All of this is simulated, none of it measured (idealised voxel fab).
Process module under the name voxel wiring stack
This is section cut - it's 165 nm across, gridded in 5 nm square cells.
Cross-section = grid of square cells, listed top down in bands; band = one or more rows. Quick guide to a band line: top height, bottom height (nm) up front; then every material left to right with its width in nm. Only one material and it's marked "all across"? Then it fills the band edge to edge. And "blank" just means empty space. Heights from 0 (as-received wafer is one material below). Bottom band endless downward, as "0 down". You'd read "30..40" like this: the band's top row of cells is as wide as the first number, its bottom row is as wide as the second, and going down, every row changes width by the same amount as the row before did. It should be understood that the words "same as before", when stated for a given step, signify that the cross-section underwent no change in any of its cells during that step. This entry, "closed voids", enumerates those empty regions of no fewer than 8 cells that possess no open connection to the top. Each region is reported in the form width x height at distance, the distance being taken from the left edge, with all three quantities expressed in nm. Where a step's line continues beyond its settings, the continuation is a remark by the simulator itself on that step. overlay nm: on a step with a mask, how far right of its planned place the mask lay; negative means left. Note on reading: below, each pair holds a cross-section from before one process step and one from after it; the one from after shows only down to the lowest band that changed. Beneath the pair, the step in between is stated along with its settings. The pairs can stem from different runs of this module on the same starting wafer. Where a pair's entry headed "Before-step section" says so, and only there, that pair continues from the pair above it.

-- Before-step section
	45 to 40 = 50 TiN, then 15 blank, then 35 TiN, then 15 blank, then 50 TiN
	40 to 25 = 45 SiO2, then 5 TiN, then 15 blank, then 5 TiN, then 25 SiO2, then 5 TiN, then 15 blank, then 5 TiN, then 45 SiO2
	25 to 20 = 45 SiO2, then 25 TiN, then 25 SiO2, then 25 TiN, then 45 SiO2
	20 to 5 = SiO2 all across
	5 to 0 = SiCN all across
	0 down = Si all across
	closed voids: none

-- After the Step
	55 to 45 = Cu all across
	45 to 40 = 50 TiN, then 15 Cu, then 35 TiN, then 15 Cu, then 50 TiN
	40 to 25 = 45 SiO2, then 5 TiN, then 15 Cu, then 5 TiN, then 25 SiO2, then 5 TiN, then 15 Cu, then 5 TiN, then 45 SiO2
	Unchanged below 25.
	closed voids: none
Step taken after the before cross-section and before the after cross-section above: FILL_DEP | material Cu | thk nm 10

Before-step section: Please consult the pair immediately above; the cross-section it shows after its step is the state before this step.

-- After the Step
	40 to 25 = 45 SiO2, then 5 TiN, then 15 Cu, then 5 TiN, then 25 SiO2, then 5 TiN, then 15 Cu, then 5 TiN, then 45 SiO2
	Unchanged below 25.
	closed voids: none
Step taken after the before cross-section and before the after cross-section above: CMP | height nm 40

Before-step section: Please consult the pair immediately above; the cross-section it shows after its step is the state before this step.

-- After the Step
	45 to 40 = 40 blank, then 35 Ru, then 15 blank, then 35 Ru, then 40 blank
	Unchanged below 40.
	closed voids: none
Step taken after the before cross-section and before the after cross-section above: EPI | material Ru | thk nm 5

Before-step section: Please consult the pair immediately above; the cross-section it shows after its step is the state before this step.

-- After the Step
	50 to 45 = SiCN all across
	45 to 40 = 40 SiCN, then 35 Ru, then 15 SiCN, then 35 Ru, then 40 SiCN
	Unchanged below 40.
	closed voids: none
Step taken after the before cross-section and before the after cross-section above: FILL_DEP | material SiCN | thk nm 5

Before-step section: Please consult the pair immediately above; the cross-section it shows after its step is the state before this step.

-- After the Step
	65 to 50 = SiO2 all across
	Unchanged below 50.
	closed voids: none
Step taken after the before cross-section and before the after cross-section above: DIRECTIONAL_DEP | material SiO2 | thk nm 15

Before-step section: Please consult the pair immediately above; the cross-section it shows after its step is the state before this step.

-- After the Step
	75 to 65 = aC all across
	Unchanged below 65.
	closed voids: none
Step taken after the before cross-section and before the after cross-section above: DIRECTIONAL_DEP | material aC | thk nm 10

Before-step section: Please consult the pair immediately above; the cross-section it shows after its step is the state before this step.

-- After the Step
	100 to 75 = 45 resist, then 15 blank, then 105 resist
	Unchanged below 75.
	closed voids: none
Step taken after the before cross-section and before the after cross-section above: PATTERN | tone open | mask id PLUG_1 | material resist | width nm 15 | thk nm 25 | overlay nm 0

Before-step section: Please consult the pair immediately above; the cross-section it shows after its step is the state before this step.

-- After the Step
	90 to 75 = 45 resist, then 15 blank, then 105 resist
	75 to 65 = 45 aC, then 15 blank, then 105 aC
	Unchanged below 65.
	closed voids: none
Step taken after the before cross-section and before the after cross-section above: DIRECTIONAL_ETCH | etch materials aC | depth nm 10

Before-step section: Please consult the pair immediately above; the cross-section it shows after its step is the state before this step.

-- After the Step
	75 to 65 = 45 aC, then 15 blank, then 105 aC
	Unchanged below 65.
	closed voids: none
Step taken after the before cross-section and before the after cross-section above: STRIP | etch materials resist

Before-step section: Please consult the pair immediately above; the cross-section it shows after its step is the state before this step.

-- After the Step
	75 to 65 = 45 aC, then 15 blank, then 105 aC
	65 to 50 = 45 SiO2, then 15 blank, then 105 SiO2
	Unchanged below 50.
	closed voids: none
Step taken after the before cross-section and before the after cross-section above: DIRECTIONAL_ETCH | etch materials SiO2 | depth nm 15

Before-step section: Please consult the pair immediately above; the cross-section it shows after its step is the state before this step.

-- After the Step
	75 to 65 = 45 aC, then 15 blank, then 105 aC
	65 to 50 = 45 SiO2, then 15 blank, then 105 SiO2
	50 to 45 = 45 SiCN, then 15 blank, then 105 SiCN
	Unchanged below 45.
	closed voids: none
Step taken after the before cross-section and before the after cross-section above: DIRECTIONAL_ETCH | etch materials SiCN | depth nm 5

Before-step section: Please consult the pair immediately above; the cross-section it shows after its step is the state before this step.

-- After the Step
	65 to 50 = 45 SiO2, then 15 blank, then 105 SiO2
	Unchanged below 50.
	closed voids: none
Step taken after the before cross-section and before the after cross-section above: STRIP | etch materials aC

Before-step section: Please consult the pair immediately above; the cross-section it shows after its step is the state before this step.

-- After the Step
	70 to 65 = 50 TiN, then 5 blank, then 110 TiN
	65 to 50 = 45 SiO2, then 5 TiN, then 5 blank, then 5 TiN, then 105 SiO2
	50 to 45 = 45 SiCN, then 15 TiN, then 105 SiCN
	Unchanged below 45.
	closed voids: none
Step taken after the before cross-section and before the after cross-section above: CONFORMAL_DEP | material TiN | thk nm 5

Before-step section: Please consult the pair immediately above; the cross-section it shows after its step is the state before this step.

-- After the Step
	75 to 70 = Cu all across
	70 to 65 = 50 TiN, then 5 Cu, then 110 TiN
	65 to 50 = 45 SiO2, then 5 TiN, then 5 Cu, then 5 TiN, then 105 SiO2
	Unchanged below 50.
	closed voids: none
Step taken after the before cross-section and before the after cross-section above: FILL_DEP | material Cu | thk nm 5

Before-step section: Please consult the pair immediately above; the cross-section it shows after its step is the state before this step.

-- After the Step
	65 to 50 = 45 SiO2, then 5 TiN, then 5 Cu, then 5 TiN, then 105 SiO2
	Unchanged below 50.
	closed voids: none
Step taken after the before cross-section and before the after cross-section above: CMP | height nm 65

Before-step section: Please consult the pair immediately above; the cross-section it shows after its step is the state before this step.

-- After the Step
	70 to 65 = TiN all across
	Unchanged below 65.
	closed voids: none
Step taken after the before cross-section and before the after cross-section above: DIRECTIONAL_DEP | material TiN | thk nm 5

Before-step section: Please consult the pair immediately above; the cross-section it shows after its step is the state before this step.

-- After the Step
	85 to 70 = W all across
	Unchanged below 70.
	closed voids: none
Step taken after the before cross-section and before the after cross-section above: DIRECTIONAL_DEP | material W | thk nm 15

Before-step section: Please consult the pair immediately above; the cross-section it shows after its step is the state before this step.

-- After the Step
	85 to 70 = 45 blank, then 25 W, then 25 blank, then 25 W, then 45 blank
	Unchanged below 70.
	closed voids: none
Step taken after the before cross-section and before the after cross-section above: MASKED_ETCH | tone cover | mask id METAL_2 | width nm 25 | pitch nm 50 | etch materials W | depth nm 15 | overlay nm 0

Before-step section: Please consult the pair immediately above; the cross-section it shows after its step is the state before this step.

-- After the Step
	85 to 70 = 45 blank, then 25 W, then 25 blank, then 25 W, then 45 blank
	70 to 65 = 45 blank, then 25 TiN, then 25 blank, then 25 TiN, then 45 blank
	Unchanged below 65.
	closed voids: none
Step taken after the before cross-section and before the after cross-section above: MASKED_ETCH | tone cover | mask id METAL_2 | width nm 25 | pitch nm 50 | etch materials TiN | depth nm 5 | overlay nm 0

Before-step section: Please consult the pair immediately above; the cross-section it shows after its step is the state before this step.

-- After the Step
	95 to 85 = lowk all across
	85 to 70 = 45 lowk, then 25 W, then 25 lowk, then 25 W, then 45 lowk
	70 to 65 = 45 lowk, then 25 TiN, then 25 lowk, then 25 TiN, then 45 lowk
	Unchanged below 65.
	closed voids: none
Step taken after the before cross-section and before the after cross-section above: FILL_DEP | material lowk | thk nm 10

Before-step section: Please consult the pair immediately above; the cross-section it shows after its step is the state before this step.

-- After the Step
	85 to 70 = 45 lowk, then 25 W, then 25 lowk, then 25 W, then 45 lowk
	Unchanged below 70.
	closed voids: none
Step taken after the before cross-section and before the after cross-section above: CMP | height nm 85

Before-step section: Please consult the pair immediately above; the cross-section it shows after its step is the state before this step.

-- After the Step
	90 to 85 = SiCN all across
	Unchanged below 85.
	closed voids: none
Step taken after the before cross-section and before the after cross-section above: CONFORMAL_DEP | material SiCN | thk nm 5

Before-step section: Please consult the pair immediately above; the cross-section it shows after its step is the state before this step.

-- After the Step
	115 to 90 = lowk all across
	Unchanged below 90.
	closed voids: none
Step taken after the before cross-section and before the after cross-section above: DIRECTIONAL_DEP | material lowk | thk nm 25

Before-step section: Please consult the pair immediately above; the cross-section it shows after its step is the state before this step.

-- After the Step
	125 to 115 = aC all across
	Unchanged below 115.
	closed voids: none
Step taken after the before cross-section and before the after cross-section above: DIRECTIONAL_DEP | material aC | thk nm 10

Before-step section: Please consult the pair immediately above; the cross-section it shows after its step is the state before this step.

-- After the Step
	155 to 125 = 45 resist, then 15 blank, then 105 resist
	Unchanged below 125.
	closed voids: none
Step taken after the before cross-section and before the after cross-section above: PATTERN | tone open | mask id METAL_3_HOLES | material resist | width nm 15 | thk nm 30 | overlay nm 0

Before-step section: Please consult the pair immediately above; the cross-section it shows after its step is the state before this step.

-- After the Step
	145 to 125 = 45 resist, then 15 blank, then 105 resist
	125 to 115 = 45 aC, then 15 blank, then 105 aC
	Unchanged below 115.
	closed voids: none
Step taken after the before cross-section and before the after cross-section above: DIRECTIONAL_ETCH | etch materials aC | depth nm 10

Before-step section: Please consult the pair immediately above; the cross-section it shows after its step is the state before this step.

-- After the Step
	125 to 115 = 45 aC, then 15 blank, then 105 aC
	Unchanged below 115.
	closed voids: none
Step taken after the before cross-section and before the after cross-section above: STRIP | etch materials resist

Before-step section: Please consult the pair immediately above; the cross-section it shows after its step is the state before this step.

-- After the Step
	125 to 115 = 45 aC, then 15 blank, then 105 aC
	115 to 90 = 45 lowk, then 15 blank, then 105 lowk
	Unchanged below 90.
	closed voids: none
Step taken after the before cross-section and before the after cross-section above: DIRECTIONAL_ETCH | etch materials lowk | depth nm 25

Before-step section: Please consult the pair immediately above; the cross-section it shows after its step is the state before this step.

-- After the Step
	115 to 90 = 45 lowk, then 15 blank, then 105 lowk
	Unchanged below 90.
	closed voids: none
Step taken after the before cross-section and before the after cross-section above: STRIP | etch materials aC

Before-step section: Please consult the pair immediately above; the cross-section it shows after its step is the state before this step.

-- After the Step
	115 to 100 = 45 lowk, then 25 blank, then 25 lowk, then 25 blank, then 45 lowk
	Unchanged below 100.
	closed voids: none
Step taken after the before cross-section and before the after cross-section above: MASKED_ETCH | tone open | mask id METAL_3 | width nm 25 | pitch nm 50 | etch materials lowk | depth nm 15 | overlay nm 0

Before-step section: Please consult the pair immediately above; the cross-section it shows after its step is the state before this step.

-- After the Step
	115 to 100 = 45 lowk, then 25 blank, then 25 lowk, then 25 blank, then 45 lowk
	100 to 90 = 45 lowk, then 15 blank, then 105 lowk
	90 to 85 = 45 SiCN, then 15 blank, then 105 SiCN
	Unchanged below 85.
	closed voids: none
Step taken after the before cross-section and before the after cross-section above: MASKED_ETCH | tone open | mask id METAL_3 | width nm 25 | pitch nm 50 | etch materials SiCN | depth nm 5 | overlay nm 0

Before-step section: Please consult the pair immediately above; the cross-section it shows after its step is the state before this step.

-- After the Step
	120 to 115 = 50 TiN, then 15 blank, then 35 TiN, then 15 blank, then 50 TiN
	115 to 105 = 45 lowk, then 5 TiN, then 15 blank, then 5 TiN, then 25 lowk, then 5 TiN, then 15 blank, then 5 TiN, then 45 lowk
	105 to 100 = 45 lowk, then 5 TiN, then 5 blank, then 15 TiN, then 25 lowk, then 25 TiN, then 45 lowk
	100 to 90 = 45 lowk, then 5 TiN, then 5 blank, then 5 TiN, then 105 lowk
	90 to 85 = 45 SiCN, then 15 TiN, then 105 SiCN
	Unchanged below 85.
	closed voids: none
Step taken after the before cross-section and before the after cross-section above: CONFORMAL_DEP | material TiN | thk nm 5

Before-step section: Please consult the pair immediately above; the cross-section it shows after its step is the state before this step.

-- After the Step
	125 to 120 = Ru all across
	120 to 115 = 50 TiN, then 15 Ru, then 35 TiN, then 15 Ru, then 50 TiN
	115 to 105 = 45 lowk, then 5 TiN, then 15 Ru, then 5 TiN, then 25 lowk, then 5 TiN, then 15 Ru, then 5 TiN, then 45 lowk
	105 to 100 = 45 lowk, then 5 TiN, then 5 Ru, then 15 TiN, then 25 lowk, then 25 TiN, then 45 lowk
	100 to 90 = 45 lowk, then 5 TiN, then 5 Ru, then 5 TiN, then 105 lowk
	Unchanged below 90.
	closed voids: none
Step taken after the before cross-section and before the after cross-section above: FILL_DEP | material Ru | thk nm 5

Before-step section: Please consult the pair immediately above; the cross-section it shows after its step is the state before this step.

-- After the Step
	115 to 105 = 45 lowk, then 5 TiN, then 15 Ru, then 5 TiN, then 25 lowk, then 5 TiN, then 15 Ru, then 5 TiN, then 45 lowk
	Unchanged below 105.
	closed voids: none
Step taken after the before cross-section and before the after cross-section above: CMP | height nm 115

Before-step section: Please consult the pair immediately above; the cross-section it shows after its step is the state before this step.

-- After the Step
	120 to 115 = SiCN all across
	Unchanged below 115.
	closed voids: none
Step taken after the before cross-section and before the after cross-section above: CONFORMAL_DEP | material SiCN | thk nm 5

Before-step section: Please consult the pair immediately above; the cross-section it shows after its step is the state before this step.

-- After the Step
	150 to 120 = SiO2 all across
	Unchanged below 120.
	closed voids: none
Step taken after the before cross-section and before the after cross-section above: DIRECTIONAL_DEP | material SiO2 | thk nm 30

Before-step section: Please consult the pair immediately above; the cross-section it shows after its step is the state before this step.

-- After the Step
	165 to 150 = aC all across
	Unchanged below 150.
	closed voids: none
Step taken after the before cross-section and before the after cross-section above: DIRECTIONAL_DEP | material aC | thk nm 15

Before-step section: Please consult the pair immediately above; the cross-section it shows after its step is the state before this step.

-- After the Step
	195 to 165 = 45 resist, then 15 blank, then 35 resist, then 15 blank, then 55 resist
	Unchanged below 165.
	closed voids: none
Step taken after the before cross-section and before the after cross-section above: PATTERN | tone open | mask id METAL_4_HOLES | material resist | width nm 15 | pitch nm 50 | thk nm 30 | overlay nm 0

Before-step section: Please consult the pair immediately above; the cross-section it shows after its step is the state before this step.

-- After the Step
	180 to 165 = 45 resist, then 15 blank, then 35 resist, then 15 blank, then 55 resist
	165 to 150 = 45 aC, then 15 blank, then 35 aC, then 15 blank, then 55 aC
	Unchanged below 150.
	closed voids: none
Step taken after the before cross-section and before the after cross-section above: DIRECTIONAL_ETCH | etch materials aC | depth nm 15

Before-step section: Please consult the pair immediately above; the cross-section it shows after its step is the state before this step.

-- After the Step
	165 to 150 = 45 aC, then 15 blank, then 35 aC, then 15 blank, then 55 aC
	Unchanged below 150.
	closed voids: none
Step taken after the before cross-section and before the after cross-section above: STRIP | etch materials resist

Before-step section: Please consult the pair immediately above; the cross-section it shows after its step is the state before this step.

-- After the Step
	165 to 150 = 45 aC, then 15 blank, then 35 aC, then 15 blank, then 55 aC
	150 to 120 = 45 SiO2, then 15 blank, then 35 SiO2, then 15 blank, then 55 SiO2
	Unchanged below 120.
	closed voids: none
Step taken after the before cross-section and before the after cross-section above: DIRECTIONAL_ETCH | etch materials SiO2 | depth nm 30

Before-step section: Please consult the pair immediately above; the cross-section it shows after its step is the state before this step.

-- After the Step
	150 to 120 = 45 SiO2, then 15 blank, then 35 SiO2, then 15 blank, then 55 SiO2
	Unchanged below 120.
	closed voids: none
Step taken after the before cross-section and before the after cross-section above: STRIP | etch materials aC

Before-step section: Please consult the pair immediately above; the cross-section it shows after its step is the state before this step.

-- After the Step
	165 to 150 = 45 aC, then 15 blank, then 35 aC, then 15 blank, then 55 aC
	150 to 135 = 45 SiO2, then 15 blank, then 35 SiO2, then 15 blank, then 55 SiO2
	135 to 120 = 45 SiO2, then 15 aC, then 35 SiO2, then 15 aC, then 55 SiO2
	Unchanged below 120.
	closed voids: none
Step taken after the before cross-section and before the after cross-section above: DIRECTIONAL_DEP | material aC | thk nm 15

Before-step section: Please consult the pair immediately above; the cross-section it shows after its step is the state before this step.

-- After the Step
	195 to 165 = 45 resist, then 25 blank, then 25 resist, then 25 blank, then 45 resist
	Unchanged below 165.
	closed voids: none
Step taken after the before cross-section and before the after cross-section above: PATTERN | tone open | mask id METAL_4 | material resist | width nm 25 | pitch nm 50 | thk nm 30 | overlay nm 0

Before-step section: Please consult the pair immediately above; the cross-section it shows after its step is the state before this step.

-- After the Step
	180 to 165 = 45 resist, then 25 blank, then 25 resist, then 25 blank, then 45 resist
	165 to 150 = 45 aC, then 25 blank, then 25 aC, then 25 blank, then 45 aC
	150 to 120 = 45 SiO2, then 15 blank, then 35 SiO2, then 15 blank, then 55 SiO2
	Unchanged below 120.
	closed voids: none
Step taken after the before cross-section and before the after cross-section above: DIRECTIONAL_ETCH | etch materials aC | depth nm 15

Before-step section: Please consult the pair immediately above; the cross-section it shows after its step is the state before this step.

-- After the Step
	165 to 150 = 45 aC, then 25 blank, then 25 aC, then 25 blank, then 45 aC
	Unchanged below 150.
	closed voids: none
Step taken after the before cross-section and before the after cross-section above: STRIP | etch materials resist

Before-step section: Please consult the pair immediately above; the cross-section it shows after its step is the state before this step.

-- After the Step
	165 to 150 = 45 aC, then 25 blank, then 25 aC, then 25 blank, then 45 aC
	150 to 135 = 45 SiO2, then 25 blank, then 25 SiO2, then 25 blank, then 45 SiO2
	Unchanged below 135.
	closed voids: none
Step taken after the before cross-section and before the after cross-section above: DIRECTIONAL_ETCH | etch materials SiO2 | depth nm 15

Before-step section: Please consult the pair immediately above; the cross-section it shows after its step is the state before this step.

-- After the Step
	165 to 150 = 45 aC, then 25 blank, then 25 aC, then 25 blank, then 45 aC
	150 to 135 = 45 SiO2, then 25 blank, then 25 SiO2, then 25 blank, then 45 SiO2
	135 to 120 = 45 SiO2, then 15 blank, then 35 SiO2, then 15 blank, then 55 SiO2
	120 to 115 = 45 SiCN, then 15 blank, then 35 SiCN, then 15 blank, then 55 SiCN
	Unchanged below 115.
	closed voids: none
Step taken after the before cross-section and before the after cross-section above: DIRECTIONAL_ETCH | etch materials SiCN | depth nm 5

Before-step section: Please consult the pair immediately above; the cross-section it shows after its step is the state before this step.

-- After the Step
	150 to 135 = 45 SiO2, then 25 blank, then 25 SiO2, then 25 blank, then 45 SiO2
	Unchanged below 135.
	closed voids: none
Step taken after the before cross-section and before the after cross-section above: STRIP | etch materials aC

Before-step section: Please consult the pair immediately above; the cross-section it shows after its step is the state before this step.

-- After the Step
	155 to 150 = 50 TiN, then 15 blank, then 35 TiN, then 15 blank, then 50 TiN
	150 to 140 = 45 SiO2, then 5 TiN, then 15 blank, then 5 TiN, then 25 SiO2, then 5 TiN, then 15 blank, then 5 TiN, then 45 SiO2
	140 to 135 = 45 SiO2, then 5 TiN, then 5 blank, then 15 TiN, then 25 SiO2, then 5 TiN, then 5 blank, then 15 TiN, then 45 SiO2
	135 to 120 = 45 SiO2, then 5 TiN, then 5 blank, then 5 TiN, then 35 SiO2, then 5 TiN, then 5 blank, then 5 TiN, then 55 SiO2
	120 to 115 = 45 SiCN, then 15 TiN, then 35 SiCN, then 15 TiN, then 55 SiCN
	Unchanged below 115.
	closed voids: none
Step taken after the before cross-section and before the after cross-section above: CONFORMAL_DEP | material TiN | thk nm 5

Before-step section: Please consult the pair immediately above; the cross-section it shows after its step is the state before this step.

-- After the Step
	160 to 155 = Cu all across
	155 to 150 = 50 TiN, then 15 Cu, then 35 TiN, then 15 Cu, then 50 TiN
	150 to 140 = 45 SiO2, then 5 TiN, then 15 Cu, then 5 TiN, then 25 SiO2, then 5 TiN, then 15 Cu, then 5 TiN, then 45 SiO2
	140 to 135 = 45 SiO2, then 5 TiN, then 5 Cu, then 15 TiN, then 25 SiO2, then 5 TiN, then 5 Cu, then 15 TiN, then 45 SiO2
	135 to 120 = 45 SiO2, then 5 TiN, then 5 Cu, then 5 TiN, then 35 SiO2, then 5 TiN, then 5 Cu, then 5 TiN, then 55 SiO2
	Unchanged below 120.
	closed voids: none
Step taken after the before cross-section and before the after cross-section above: FILL_DEP | material Cu | thk nm 5

Before-step section: Please consult the pair immediately above; the cross-section it shows after its step is the state before this step.

-- After the Step
	150 to 140 = 45 SiO2, then 5 TiN, then 15 Cu, then 5 TiN, then 25 SiO2, then 5 TiN, then 15 Cu, then 5 TiN, then 45 SiO2
	Unchanged below 140.
	closed voids: none
Step taken after the before cross-section and before the after cross-section above: CMP | height nm 150

Before-step section: Please consult the pair immediately above; the cross-section it shows after its step is the state before this step.

-- After the Step
	155 to 150 = SiN all across
	Unchanged below 150.
	closed voids: none
Step taken after the before cross-section and before the after cross-section above: CONFORMAL_DEP | material SiN | thk nm 5

-- Before-step section
	120 to 115 = SiCN all across
	115 to 105 = 45 lowk, then 5 TiN, then 15 Ru, then 5 TiN, then 25 lowk, then 5 TiN, then 15 Ru, then 5 TiN, then 45 lowk
	105 to 100 = 45 lowk, then 5 TiN, then 5 Ru, then 15 TiN, then 25 lowk, then 25 TiN, then 45 lowk
	100 to 90 = 45 lowk, then 5 TiN, then 5 Ru, then 5 TiN, then 105 lowk
	90 to 85 = 45 SiCN, then 15 TiN, then 105 SiCN
	85 to 70 = 45 lowk, then 25 W, then 25 lowk, then 25 W, then 45 lowk
	70 to 65 = 45 lowk, then 25 TiN, then 25 lowk, then 25 TiN, then 45 lowk
	65 to 50 = 45 SiO2, then 5 TiN, then 5 Cu, then 5 TiN, then 105 SiO2
	50 to 45 = 45 SiCN, then 15 TiN, then 105 SiCN
	45 to 40 = 40 SiCN, then 35 Ru, then 15 SiCN, then 35 Ru, then 40 SiCN
	40 to 20 = 45 SiO2, then 5 TiN, then 15 Cu, then 5 TiN, then 25 SiO2, then 5 TiN, then 15 Cu, then 5 TiN, then 45 SiO2
	20 to 15 = 45 SiCN, then 25 TiN, then 25 SiCN, then 25 TiN, then 45 SiCN
	15 to 0 = SiO2 all across
	0 down = Si all across
	closed voids: none

-- After the Step
	140 to 120 = SiO2 all across
	Unchanged below 120.
	closed voids: none
Step taken after the before cross-section and before the after cross-section above: DIRECTIONAL_DEP | material SiO2 | thk nm 20

Before-step section: Please consult the pair immediately above; the cross-section it shows after its step is the state before this step.

-- After the Step
	155 to 140 = aC all across
	Unchanged below 140.
	closed voids: none
Step taken after the before cross-section and before the after cross-section above: DIRECTIONAL_DEP | material aC | thk nm 15

Before-step section: Please consult the pair immediately above; the cross-section it shows after its step is the state before this step.

-- After the Step
	185 to 155 = 45 resist, then 15 blank, then 35 resist, then 15 blank, then 55 resist
	Unchanged below 155.
	closed voids: none
Step taken after the before cross-section and before the after cross-section above: PATTERN | tone open | mask id METAL_4_HOLES | material resist | width nm 15 | pitch nm 50 | thk nm 30 | overlay nm 0

Before-step section: Please consult the pair immediately above; the cross-section it shows after its step is the state before this step.

-- After the Step
	170 to 155 = 45 resist, then 15 blank, then 35 resist, then 15 blank, then 55 resist
	155 to 140 = 45 aC, then 15 blank, then 35 aC, then 15 blank, then 55 aC
	Unchanged below 140.
	closed voids: none
Step taken after the before cross-section and before the after cross-section above: DIRECTIONAL_ETCH | etch materials aC | depth nm 15

Before-step section: Please consult the pair immediately above; the cross-section it shows after its step is the state before this step.

-- After the Step
	155 to 140 = 45 aC, then 15 blank, then 35 aC, then 15 blank, then 55 aC
	Unchanged below 140.
	closed voids: none
Step taken after the before cross-section and before the after cross-section above: STRIP | etch materials resist

Before-step section: Please consult the pair immediately above; the cross-section it shows after its step is the state before this step.

-- After the Step
	155 to 140 = 45 aC, then 15 blank, then 35 aC, then 15 blank, then 55 aC
	140 to 120 = 45 SiO2, then 15 blank, then 35 SiO2, then 15 blank, then 55 SiO2
	Unchanged below 120.
	closed voids: none
Step taken after the before cross-section and before the after cross-section above: DIRECTIONAL_ETCH | etch materials SiO2 | depth nm 30

Before-step section: Please consult the pair immediately above; the cross-section it shows after its step is the state before this step.

-- After the Step
	140 to 120 = 45 SiO2, then 15 blank, then 35 SiO2, then 15 blank, then 55 SiO2
	Unchanged below 120.
	closed voids: none
Step taken after the before cross-section and before the after cross-section above: STRIP | etch materials aC

Before-step section: Please consult the pair immediately above; the cross-section it shows after its step is the state before this step.

-- After the Step
	155 to 140 = 45 aC, then 15 blank, then 35 aC, then 15 blank, then 55 aC
	140 to 135 = 45 SiO2, then 15 blank, then 35 SiO2, then 15 blank, then 55 SiO2
	135 to 120 = 45 SiO2, then 15 aC, then 35 SiO2, then 15 aC, then 55 SiO2
	Unchanged below 120.
	closed voids: none
Step taken after the before cross-section and before the after cross-section above: DIRECTIONAL_DEP | material aC | thk nm 15

Before-step section: Please consult the pair immediately above; the cross-section it shows after its step is the state before this step.

-- After the Step
	185 to 155 = 45 resist, then 25 blank, then 25 resist, then 25 blank, then 45 resist
	Unchanged below 155.
	closed voids: none
Step taken after the before cross-section and before the after cross-section above: PATTERN | tone open | mask id METAL_4 | material resist | width nm 25 | pitch nm 50 | thk nm 30 | overlay nm 0

Before-step section: Please consult the pair immediately above; the cross-section it shows after its step is the state before this step.

-- After the Step
	170 to 155 = 45 resist, then 25 blank, then 25 resist, then 25 blank, then 45 resist
	155 to 140 = 45 aC, then 25 blank, then 25 aC, then 25 blank, then 45 aC
	140 to 120 = 45 SiO2, then 15 blank, then 35 SiO2, then 15 blank, then 55 SiO2
	Unchanged below 120.
	closed voids: none
Step taken after the before cross-section and before the after cross-section above: DIRECTIONAL_ETCH | etch materials aC | depth nm 15

Before-step section: Please consult the pair immediately above; the cross-section it shows after its step is the state before this step.

-- After the Step
	155 to 140 = 45 aC, then 25 blank, then 25 aC, then 25 blank, then 45 aC
	Unchanged below 140.
	closed voids: none
Step taken after the before cross-section and before the after cross-section above: STRIP | etch materials resist

Before-step section: Please consult the pair immediately above; the cross-section it shows after its step is the state before this step.

-- After the Step
	155 to 140 = 45 aC, then 25 blank, then 25 aC, then 25 blank, then 45 aC
	140 to 125 = 45 SiO2, then 25 blank, then 25 SiO2, then 25 blank, then 45 SiO2
	Unchanged below 125.
	closed voids: none
Step taken after the before cross-section and before the after cross-section above: DIRECTIONAL_ETCH | etch materials SiO2 | depth nm 15

Before-step section: Please consult the pair immediately above; the cross-section it shows after its step is the state before this step.

-- After the Step
	155 to 140 = 45 aC, then 25 blank, then 25 aC, then 25 blank, then 45 aC
	140 to 125 = 45 SiO2, then 25 blank, then 25 SiO2, then 25 blank, then 45 SiO2
	125 to 120 = 45 SiO2, then 15 blank, then 35 SiO2, then 15 blank, then 55 SiO2
	120 to 115 = 45 SiCN, then 15 blank, then 35 SiCN, then 15 blank, then 55 SiCN
	Unchanged below 115.
	closed voids: none
Step taken after the before cross-section and before the after cross-section above: DIRECTIONAL_ETCH | etch materials SiCN | depth nm 5

Before-step section: Please consult the pair immediately above; the cross-section it shows after its step is the state before this step.

-- After the Step
	140 to 125 = 45 SiO2, then 25 blank, then 25 SiO2, then 25 blank, then 45 SiO2
	Unchanged below 125.
	closed voids: none
Step taken after the before cross-section and before the after cross-section above: STRIP | etch materials aC

Before-step section: Please consult the pair immediately above; the cross-section it shows after its step is the state before this step.

-- After the Step
	145 to 140 = 50 TiN, then 15 blank, then 35 TiN, then 15 blank, then 50 TiN
	140 to 130 = 45 SiO2, then 5 TiN, then 15 blank, then 5 TiN, then 25 SiO2, then 5 TiN, then 15 blank, then 5 TiN, then 45 SiO2
	130 to 120 = 45 SiO2, then 5 TiN, then 5 blank, then 15..5 TiN, then 25..35 SiO2, then 5 TiN, then 5 blank, then 15..5 TiN, then 45..55 SiO2
	120 to 115 = 45 SiCN, then 15 TiN, then 35 SiCN, then 15 TiN, then 55 SiCN
	Unchanged below 115.
	closed voids: none
Step taken after the before cross-section and before the after cross-section above: CONFORMAL_DEP | material TiN | thk nm 5

Before-step section: Please consult the pair immediately above; the cross-section it shows after its step is the state before this step.

-- After the Step
	150 to 145 = Cu all across
	145 to 140 = 50 TiN, then 15 Cu, then 35 TiN, then 15 Cu, then 50 TiN
	140 to 130 = 45 SiO2, then 5 TiN, then 15 Cu, then 5 TiN, then 25 SiO2, then 5 TiN, then 15 Cu, then 5 TiN, then 45 SiO2
	130 to 120 = 45 SiO2, then 5 TiN, then 5 Cu, then 15..5 TiN, then 25..35 SiO2, then 5 TiN, then 5 Cu, then 15..5 TiN, then 45..55 SiO2
	Unchanged below 120.
	closed voids: none
Step taken after the before cross-section and before the after cross-section above: FILL_DEP | material Cu | thk nm 5

Before-step section: Please consult the pair immediately above; the cross-section it shows after its step is the state before this step.

-- After the Step
	155 to 150 = SiN all across
	Unchanged below 150.
	closed voids: none
Step taken after the before cross-section and before the after cross-section above: CONFORMAL_DEP | material SiN | thk nm 5

-- Before-step section
	115 to 90 = 45 lowk, then 15 blank, then 105 lowk
	90 to 85 = SiCN all across
	85 to 70 = 45 lowk, then 25 W, then 25 lowk, then 25 W, then 45 lowk
	70 to 65 = 45 lowk, then 25 TiN, then 25 lowk, then 25 TiN, then 45 lowk
	65 to 50 = 45 SiO2, then 5 TiN, then 5 Cu, then 5 TiN, then 105 SiO2
	50 to 45 = 45 SiCN, then 15 TiN, then 105 SiCN
	45 to 40 = 40 SiCN, then 35 Ru, then 15 SiCN, then 35 Ru, then 40 SiCN
	40 to 20 = 45 SiO2, then 5 TiN, then 15 Cu, then 5 TiN, then 25 SiO2, then 5 TiN, then 15 Cu, then 5 TiN, then 45 SiO2
	20 to 15 = 45 SiCN, then 25 TiN, then 25 SiCN, then 25 TiN, then 45 SiCN
	15 to 0 = SiO2 all across
	0 down = Si all across
	closed voids: none

-- After the Step
	115 to 100 = 45 lowk, then 25 blank, then 30 lowk, then 20 blank, then 45 lowk
	Unchanged below 100.
	closed voids: none
Step taken after the before cross-section and before the after cross-section above: MASKED_ETCH | tone open | mask id METAL_3 | width nm 20 | pitch nm 50 | etch materials lowk | depth nm 15 | overlay nm 0
